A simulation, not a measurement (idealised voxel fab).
process module | voxel self aligned vias
cross-section cut | 295 nm wide | cells 5 nm
A cross-section is a grid of square cells, given in bands from the top down. A band is one or more rows of cells.
Each band's line starts with the height of the band's top and of its bottom, in nm. Then come its materials from left to right, each with its width in nm. One material with "throughout" fills the band from edge to edge. "air" is empty space.
Height 0 is the level under which the wafer as received is all one material. The lowest band goes on downwards, as in "0 down".
A width such as "30 to 40" changes by the same amount from each row of cells to the next, from the band's top row to its bottom row.
"no change" after a step means that no cell of the cross-section changed.
closed voids: empty space of 8 cells or more with no open way to the top, each as width x height at its distance from the left edge, in nm
after a step's settings: what the simulator itself notes on the step
overlay nm, on a step with a mask: how far to the right of its planned place the mask lay; to the left if negative
plan
1 op RECEIVE | material Si
2 op CONFORMAL_DEP | material SiO2 | thk nm 10
3 op CONFORMAL_DEP | material SiCN | thk nm 5
4 op DIRECTIONAL_DEP | material SiO2 | thk nm 25
5 op MASKED_ETCH | tone open | mask id LINES | width nm 20 | pitch nm 55 | etch materials SiO2 | depth nm 25 | overlay nm 0
6 op CONFORMAL_DEP | material TiN | thk nm 5
7 op FILL_DEP | material W | thk nm 10
8 op CMP | height nm 40
9 op SELECTIVE_ETCH | etch materials W Ru TiN | depth nm 10
10 op FILL_DEP | material SiN | thk nm 10
11 op CMP | height nm 40
12 op DIRECTIONAL_DEP | material SiO2 | thk nm 20
13 op MASKED_ETCH | tone open | mask id VIAS | width nm 40 | pitch nm 55 | etch materials SiO2 | depth nm 20 | overlay nm 0
14 op MASKED_ETCH | tone open | mask id VIAS | width nm 40 | pitch nm 55 | etch materials SiN | depth nm 10 | overlay nm 0
15 op CONFORMAL_DEP | material TiN | thk nm 5
16 op FILL_DEP | material Cu | thk nm 10
17 op CMP | height nm 60
18 op CONFORMAL_DEP | material SiCN | thk nm 5
first wafer, as planned
as received, after step 1
  0 down: Si throughout
  closed voids: none
after step 2
  10 to 0: SiO2 throughout
  below 0: unchanged
after step 3
  15 to 10: SiCN throughout
  below 10: unchanged
after step 4
  40 to 15: SiO2 throughout
  below 15: unchanged
after step 5
  40 to 15: SiO2 80 | air 20 | SiO2 35 | air 20 | SiO2 35 | air 20 | SiO2 85
  below 15: unchanged
after step 6
  45 to 40: TiN 85 | air 10 | TiN 45 | air 10 | TiN 45 | air 10 | TiN 90
  40 to 20: SiO2 80 | TiN 5 | air 10 | TiN 5 | SiO2 35 | TiN 5 | air 10 | TiN 5 | SiO2 35 | TiN 5 | air 10 | TiN 5 | SiO2 85
  20 to 15: SiO2 80 | TiN 20 | SiO2 35 | TiN 20 | SiO2 35 | TiN 20 | SiO2 85
  below 15: unchanged
after step 7
  55 to 45: W throughout
  45 to 40: TiN 85 | W 10 | TiN 45 | W 10 | TiN 45 | W 10 | TiN 90
  40 to 20: SiO2 80 | TiN 5 | W 10 | TiN 5 | SiO2 35 | TiN 5 | W 10 | TiN 5 | SiO2 35 | TiN 5 | W 10 | TiN 5 | SiO2 85
  below 20: unchanged
after step 8
  40 to 20: SiO2 80 | TiN 5 | W 10 | TiN 5 | SiO2 35 | TiN 5 | W 10 | TiN 5 | SiO2 35 | TiN 5 | W 10 | TiN 5 | SiO2 85
  below 20: unchanged
after step 9
  40 to 30: SiO2 80 | air 20 | SiO2 35 | air 20 | SiO2 35 | air 20 | SiO2 85
  below 30: unchanged
after step 10
  50 to 40: SiN throughout
  40 to 30: SiO2 80 | SiN 20 | SiO2 35 | SiN 20 | SiO2 35 | SiN 20 | SiO2 85
  below 30: unchanged
after step 11
  40 to 30: SiO2 80 | SiN 20 | SiO2 35 | SiN 20 | SiO2 35 | SiN 20 | SiO2 85
  below 30: unchanged
after step 12
  60 to 40: SiO2 throughout
  below 40: unchanged
after step 13
  60 to 40: SiO2 70 | air 40 | SiO2 15 | air 40 | SiO2 15 | air 40 | SiO2 75
  below 40: unchanged
after step 14
  60 to 40: SiO2 70 | air 40 | SiO2 15 | air 40 | SiO2 15 | air 40 | SiO2 75
  40 to 30: SiO2 80 | air 20 | SiO2 35 | air 20 | SiO2 35 | air 20 | SiO2 85
  below 30: unchanged
after step 15
  65 to 60: TiN 75 | air 30 | TiN 25 | air 30 | TiN 25 | air 30 | TiN 80
  60 to 45: SiO2 70 | TiN 5 | air 30 | TiN 5 | SiO2 15 | TiN 5 | air 30 | TiN 5 | SiO2 15 | TiN 5 | air 30 | TiN 5 | SiO2 75
  45 to 35: SiO2 70 to 80 | TiN 15 to 5 | air 10 | TiN 15 to 5 | SiO2 15 to 35 | TiN 15 to 5 | air 10 | TiN 15 to 5 | SiO2 15 to 35 | TiN 15 to 5 | air 10 | TiN 15 to 5 | SiO2 75 to 85
  35 to 30: SiO2 80 | TiN 20 | SiO2 35 | TiN 20 | SiO2 35 | TiN 20 | SiO2 85
  below 30: unchanged
after step 16
  75 to 65: Cu throughout
  65 to 60: TiN 75 | Cu 30 | TiN 25 | Cu 30 | TiN 25 | Cu 30 | TiN 80
  60 to 45: SiO2 70 | TiN 5 | Cu 30 | TiN 5 | SiO2 15 | TiN 5 | Cu 30 | TiN 5 | SiO2 15 | TiN 5 | Cu 30 | TiN 5 | SiO2 75
  45 to 35: SiO2 70 to 80 | TiN 15 to 5 | Cu 10 | TiN 15 to 5 | SiO2 15 to 35 | TiN 15 to 5 | Cu 10 | TiN 15 to 5 | SiO2 15 to 35 | TiN 15 to 5 | Cu 10 | TiN 15 to 5 | SiO2 75 to 85
  below 35: unchanged
after step 17
  60 to 45: SiO2 70 | TiN 5 | Cu 30 | TiN 5 | SiO2 15 | TiN 5 | Cu 30 | TiN 5 | SiO2 15 | TiN 5 | Cu 30 | TiN 5 | SiO2 75
  below 45: unchanged
after step 18
  65 to 60: SiCN throughout
  below 60: unchanged
second wafer: like start, like plan, one mistake. Through step 8 it matches the first wafer
when step 9 should have ended
  40 to 25: SiO2 80 | air 20 | SiO2 35 | air 20 | SiO2 35 | air 20 | SiO2 85
  below 25: unchanged
when step 10 should have ended
  50 to 40: SiN throughout
  40 to 25: SiO2 80 | SiN 20 | SiO2 35 | SiN 20 | SiO2 35 | SiN 20 | SiO2 85
  below 25: unchanged
when step 11 should have ended
  40 to 25: SiO2 80 | SiN 20 | SiO2 35 | SiN 20 | SiO2 35 | SiN 20 | SiO2 85
  below 25: unchanged
when step 12 should have ended
  60 to 40: SiO2 throughout
  below 40: unchanged
when step 13 should have ended
  60 to 40: SiO2 70 | air 40 | SiO2 15 | air 40 | SiO2 15 | air 40 | SiO2 75
  below 40: unchanged
when step 14 should have ended
  60 to 40: SiO2 70 | air 40 | SiO2 15 | air 40 | SiO2 15 | air 40 | SiO2 75
  40 to 30: SiO2 80 | air 20 | SiO2 35 | air 20 | SiO2 35 | air 20 | SiO2 85
  below 30: unchanged
when step 15 should have ended
  65 to 60: TiN 75 | air 30 | TiN 25 | air 30 | TiN 25 | air 30 | TiN 80
  60 to 45: SiO2 70 | TiN 5 | air 30 | TiN 5 | SiO2 15 | TiN 5 | air 30 | TiN 5 | SiO2 15 | TiN 5 | air 30 | TiN 5 | SiO2 75
  45 to 35: SiO2 70 to 80 | TiN 15 to 5 | air 10 | TiN 15 to 5 | SiO2 15 to 35 | TiN 15 to 5 | air 10 | TiN 15 to 5 | SiO2 15 to 35 | TiN 15 to 5 | air 10 | TiN 15 to 5 | SiO2 75 to 85
  35 to 30: SiO2 80 | TiN 20 | SiO2 35 | TiN 20 | SiO2 35 | TiN 20 | SiO2 85
  below 30: unchanged
when step 16 should have ended
  75 to 65: Cu throughout
  65 to 60: TiN 75 | Cu 30 | TiN 25 | Cu 30 | TiN 25 | Cu 30 | TiN 80
  60 to 45: SiO2 70 | TiN 5 | Cu 30 | TiN 5 | SiO2 15 | TiN 5 | Cu 30 | TiN 5 | SiO2 15 | TiN 5 | Cu 30 | TiN 5 | SiO2 75
  45 to 35: SiO2 70 to 80 | TiN 15 to 5 | Cu 10 | TiN 15 to 5 | SiO2 15 to 35 | TiN 15 to 5 | Cu 10 | TiN 15 to 5 | SiO2 15 to 35 | TiN 15 to 5 | Cu 10 | TiN 15 to 5 | SiO2 75 to 85
  below 35: unchanged
when step 17 should have ended
  60 to 45: SiO2 70 | TiN 5 | Cu 30 | TiN 5 | SiO2 15 | TiN 5 | Cu 30 | TiN 5 | SiO2 15 | TiN 5 | Cu 30 | TiN 5 | SiO2 75
  below 45: unchanged
when step 18 should have ended
  65 to 60: SiCN throughout
  below 60: unchanged
what went wrong: step 9 ran as: op SELECTIVE_ETCH | etch materials W Ru TiN | depth nm 15
at the end the second wafer has, in cells: 12 more of SiN | 6 fewer of TiN | 6 fewer of W
